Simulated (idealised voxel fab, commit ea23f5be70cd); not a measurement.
A process module follows: voxel gate over fins.
Xsec cut, 195 nm wide, square cell size 5 nm.
Cross-section = grid of square cells, listed top down in bands; band = one or more rows.
The band entry comprises the height of the band's top followed by the height of its bottom, expressed in nm, and subsequently the band's materials from left to right, each stated together with its width in nm. Where a single material is marked with the word "all across", that material fills the band from edge to edge. The word "blank" represents empty space.
Heights are reckoned from 0. Under this level, the received wafer is all of one material. The bottommost band is open-ended downward, for example "0 down".
Width: "30->40" (first number = top row, second number = bottom row, same change from row to row of cells).
What does "no alterations made" mean for a step? It means no cell of the cross-section changed in that step.
Under "Closed void register" you'll find the enclosed gaps, the ones with no way out to the top, that are 8 cells or bigger; each reads width x height at distance, with distance counted from the left edge, everything in nm.
On a step's line, text after the settings is the simulator commenting on that step.
overlay nm: mask right of planned place by this much (step with mask). Neg. = left.

Set out below are the planned steps of the process
1) RECEIVE (material Si)
2) CONFORMAL_DEP (material SiN; thk nm 5)
3) DIRECTIONAL_DEP (material aC; thk nm 10)
4) PATTERN (tone cover; mask id FINS; material resist; width nm 15; pitch nm 40; thk nm 25; overlay nm 0)
5) DIRECTIONAL_ETCH (etch materials aC; depth nm 10)
6) STRIP (etch materials resist)
7) DIRECTIONAL_ETCH (etch materials SiN; depth nm 5)
8) DIRECTIONAL_ETCH (etch materials Si; depth nm 40)
9) STRIP (etch materials aC)
10) OXIDIZE (depth nm 5)
11) FILL_DEP (material SiO2; thk nm 15)
12) CMP (height nm 5)
13) SELECTIVE_ETCH (etch materials SiO2; depth nm 15)
14) STRIP (etch materials SiN)
15) CONFORMAL_DEP (material HfO2; thk nm 5)
16) CONFORMAL_DEP (material TiN; thk nm 5)
17) CONFORMAL_DEP (material TiAl; thk nm 5)
18) CONFORMAL_DEP (material TiN; thk nm 5)
19) FILL_DEP (material W; thk nm 10)
20) CMP (height nm 25)
21) CONFORMAL_DEP (material SiN; thk nm 10)

First of two wafers: run as planned

Wafer at receipt (post step 1), cross-section
0 down: Si all across
Closed void register: none

After step 2, in cross-section
5 to 0: SiN all across
Under the height 0 nothing was changed.

After step 3, in cross-section
15 to 5: aC all across
Under the height 5 nothing was changed.

After step 4, in cross-section
40 to 15: blank=70 | resist=15 | blank=25 | resist=15 | blank=70
Under the height 15 nothing was changed.

After step 5, in cross-section
30 to 15: blank=70 | resist=15 | blank=25 | resist=15 | blank=70
15 to 5: blank=70 | aC=15 | blank=25 | aC=15 | blank=70
Under the height 5 nothing was changed.

After step 6, in cross-section
15 to 5: blank=70 | aC=15 | blank=25 | aC=15 | blank=70
Under the height 5 nothing was changed.

After step 7, in cross-section
15 to 5: blank=70 | aC=15 | blank=25 | aC=15 | blank=70
5 to 0: blank=70 | SiN=15 | blank=25 | SiN=15 | blank=70
Under the height 0 nothing was changed.

After step 8, in cross-section
15 to 5: blank=70 | aC=15 | blank=25 | aC=15 | blank=70
5 to 0: blank=70 | SiN=15 | blank=25 | SiN=15 | blank=70
0 to -40: blank=70 | Si=15 | blank=25 | Si=15 | blank=70
Under the height -40 nothing was changed.

After step 9, in cross-section
5 to 0: blank=70 | SiN=15 | blank=25 | SiN=15 | blank=70
Under the height 0 nothing was changed.

After step 10, in cross-section
5 to 0: blank=70 | SiN=15 | blank=25 | SiN=15 | blank=70
0 to -40: blank=70 | SiO2=5 | Si=5 | SiO2=5 | blank=25 | SiO2=5 | Si=5 | SiO2=5 | blank=70
-40 to -45: SiO2=75 | Si=5 | SiO2=35 | Si=5 | SiO2=75
Under the height -45 nothing was changed.

After step 11, in cross-section
20 to 5: SiO2 all across
5 to 0: SiO2=70 | SiN=15 | SiO2=25 | SiN=15 | SiO2=70
0 to -45: SiO2=75 | Si=5 | SiO2=35 | Si=5 | SiO2=75
Under the height -45 nothing was changed.

After step 12, in cross-section
5 to 0: SiO2=70 | SiN=15 | SiO2=25 | SiN=15 | SiO2=70
Under the height 0 nothing was changed.

After step 13, in cross-section
5 to 0: blank=70 | SiN=15 | blank=25 | SiN=15 | blank=70
0 to -10: blank=75 | Si=5 | blank=35 | Si=5 | blank=75
Under the height -10 nothing was changed.

After step 14, in cross-section
0 to -10: blank=75 | Si=5 | blank=35 | Si=5 | blank=75
Under the height -10 nothing was changed.

After step 15, in cross-section
5 to 0: blank=70 | HfO2=15 | blank=25 | HfO2=15 | blank=70
0 to -5: blank=70 | HfO2=5 | Si=5 | HfO2=5 | blank=25 | HfO2=5 | Si=5 | HfO2=5 | blank=70
-5 to -10: HfO2=75 | Si=5 | HfO2=35 | Si=5 | HfO2=75
Under the height -10 nothing was changed.

After step 16, in cross-section
10 to 5: blank=65 | TiN=25 | blank=15 | TiN=25 | blank=65
5 to 0: blank=65 | TiN=5 | HfO2=15 | TiN=5 | blank=15 | TiN=5 | HfO2=15 | TiN=5 | blank=65
0 to -5: TiN=70 | HfO2=5 | Si=5 | HfO2=5 | TiN=25 | HfO2=5 | Si=5 | HfO2=5 | TiN=70
Under the height -5 nothing was changed.

After step 17, in cross-section
15 to 10: blank=60 | TiAl=35 | blank=5 | TiAl=35 | blank=60
10 to 5: blank=60 | TiAl=5 | TiN=25 | TiAl=5 | blank=5 | TiAl=5 | TiN=25 | TiAl=5 | blank=60
5 to 0: TiAl=65 | TiN=5 | HfO2=15 | TiN=5 | TiAl=15 | TiN=5 | HfO2=15 | TiN=5 | TiAl=65
Under the height 0 nothing was changed.

After step 18, in cross-section
20 to 15: blank=55 | TiN=85 | blank=55
15 to 10: blank=55 | TiN=5 | TiAl=35 | TiN=5 | TiAl=35 | TiN=5 | blank=55
10 to 5: TiN=60 | TiAl=5 | TiN=25 | TiAl=5 | TiN=5 | TiAl=5 | TiN=25 | TiAl=5 | TiN=60
Under the height 5 nothing was changed.

After step 19, in cross-section
30 to 20: W all across
20 to 15: W=55 | TiN=85 | W=55
15 to 10: W=55 | TiN=5 | TiAl=35 | TiN=5 | TiAl=35 | TiN=5 | W=55
Under the height 10 nothing was changed.

After step 20, in cross-section
25 to 20: W all across
Under the height 20 nothing was changed.

After step 21, in cross-section
35 to 25: SiN all across
Under the height 25 nothing was changed.

Wafer two: like wafer one in start and plan, but with one mistake in execution; identical up to and including step 12

Here is the second wafer in cross-section at the point where step 13 of the plan should have been done
5 to 0: blank=70 | SiN=15 | blank=25 | SiN=15 | blank=70
0 to -25: blank=75 | Si=5 | blank=35 | Si=5 | blank=75
Under the height -25 nothing was changed.

Here is the second wafer in cross-section at the point where step 14 of the plan should have been done
0 to -25: blank=75 | Si=5 | blank=35 | Si=5 | blank=75
Under the height -25 nothing was changed.

Here is the second wafer in cross-section at the point where step 15 of the plan should have been done
5 to 0: blank=70 | HfO2=15 | blank=25 | HfO2=15 | blank=70
0 to -20: blank=70 | HfO2=5 | Si=5 | HfO2=5 | blank=25 | HfO2=5 | Si=5 | HfO2=5 | blank=70
-20 to -25: HfO2=75 | Si=5 | HfO2=35 | Si=5 | HfO2=75
Under the height -25 nothing was changed.

Here is the second wafer in cross-section at the point where step 16 of the plan should have been done
10 to 5: blank=65 | TiN=25 | blank=15 | TiN=25 | blank=65
5 to 0: blank=65 | TiN=5 | HfO2=15 | TiN=5 | blank=15 | TiN=5 | HfO2=15 | TiN=5 | blank=65
0 to -15: blank=65 | TiN=5 | HfO2=5 | Si=5 | HfO2=5 | TiN=5 | blank=15 | TiN=5 | HfO2=5 | Si=5 | HfO2=5 | TiN=5 | blank=65
-15 to -20: TiN=70 | HfO2=5 | Si=5 | HfO2=5 | TiN=25 | HfO2=5 | Si=5 | HfO2=5 | TiN=70
Under the height -20 nothing was changed.

Here is the second wafer in cross-section at the point where step 17 of the plan should have been done
15 to 10: blank=60 | TiAl=35 | blank=5 | TiAl=35 | blank=60
10 to 5: blank=60 | TiAl=5 | TiN=25 | TiAl=5 | blank=5 | TiAl=5 | TiN=25 | TiAl=5 | blank=60
5 to 0: blank=60 | TiAl=5 | TiN=5 | HfO2=15 | TiN=5 | TiAl=5 | blank=5 | TiAl=5 | TiN=5 | HfO2=15 | TiN=5 | TiAl=5 | blank=60
0 to -10: blank=60 | TiAl=5 | TiN=5 | HfO2=5 | Si=5 | HfO2=5 | TiN=5 | TiAl=5 | blank=5 | TiAl=5 | TiN=5 | HfO2=5 | Si=5 | HfO2=5 | TiN=5 | TiAl=5 | blank=60
-10 to -15: TiAl=65 | TiN=5 | HfO2=5 | Si=5 | HfO2=5 | TiN=5 | TiAl=15 | TiN=5 | HfO2=5 | Si=5 | HfO2=5 | TiN=5 | TiAl=65
Under the height -15 nothing was changed.

Here is the second wafer in cross-section at the point where step 18 of the plan should have been done
20 to 15: blank=55 | TiN=85 | blank=55
15 to 10: blank=55 | TiN=5 | TiAl=35 | TiN=5 | TiAl=35 | TiN=5 | blank=55
10 to 5: blank=55 | TiN=5 | TiAl=5 | TiN=25 | TiAl=5 | TiN=5 | TiAl=5 | TiN=25 | TiAl=5 | TiN=5 | blank=55
5 to 0: blank=55 | TiN=5 | TiAl=5 | TiN=5 | HfO2=15 | TiN=5 | TiAl=5 | TiN=5 | TiAl=5 | TiN=5 | HfO2=15 | TiN=5 | TiAl=5 | TiN=5 | blank=55
0 to -5: blank=55 | TiN=5 | TiAl=5 | TiN=5 | HfO2=5 | Si=5 | HfO2=5 | TiN=5 | TiAl=5 | TiN=5 | TiAl=5 | TiN=5 | HfO2=5 | Si=5 | HfO2=5 | TiN=5 | TiAl=5 | TiN=5 | blank=55
-5 to -10: TiN=60 | TiAl=5 | TiN=5 | HfO2=5 | Si=5 | HfO2=5 | TiN=5 | TiAl=5 | TiN=5 | TiAl=5 | TiN=5 | HfO2=5 | Si=5 | HfO2=5 | TiN=5 | TiAl=5 | TiN=60
Under the height -10 nothing was changed.

Here is the second wafer in cross-section at the point where step 19 of the plan should have been done
30 to 20: W all across
20 to 15: W=55 | TiN=85 | W=55
15 to 10: W=55 | TiN=5 | TiAl=35 | TiN=5 | TiAl=35 | TiN=5 | W=55
10 to 5: W=55 | TiN=5 | TiAl=5 | TiN=25 | TiAl=5 | TiN=5 | TiAl=5 | TiN=25 | TiAl=5 | TiN=5 | W=55
5 to 0: W=55 | TiN=5 | TiAl=5 | TiN=5 | HfO2=15 | TiN=5 | TiAl=5 | TiN=5 | TiAl=5 | TiN=5 | HfO2=15 | TiN=5 | TiAl=5 | TiN=5 | W=55
0 to -5: W=55 | TiN=5 | TiAl=5 | TiN=5 | HfO2=5 | Si=5 | HfO2=5 | TiN=5 | TiAl=5 | TiN=5 | TiAl=5 | TiN=5 | HfO2=5 | Si=5 | HfO2=5 | TiN=5 | TiAl=5 | TiN=5 | W=55
Under the height -5 nothing was changed.

Here is the second wafer in cross-section at the point where step 20 of the plan should have been done
25 to 20: W all across
Under the height 20 nothing was changed.

Here is the second wafer in cross-section at the point where step 21 of the plan should have been done
35 to 25: SiN all across
Under the height 25 nothing was changed.
Processing error: plan step 13 ran twice
Final wafer comparison in cells, second versus first, more or fewer per material: +12 HfO2; -111 SiO2; +12 TiAl; +21 TiN; +66 W
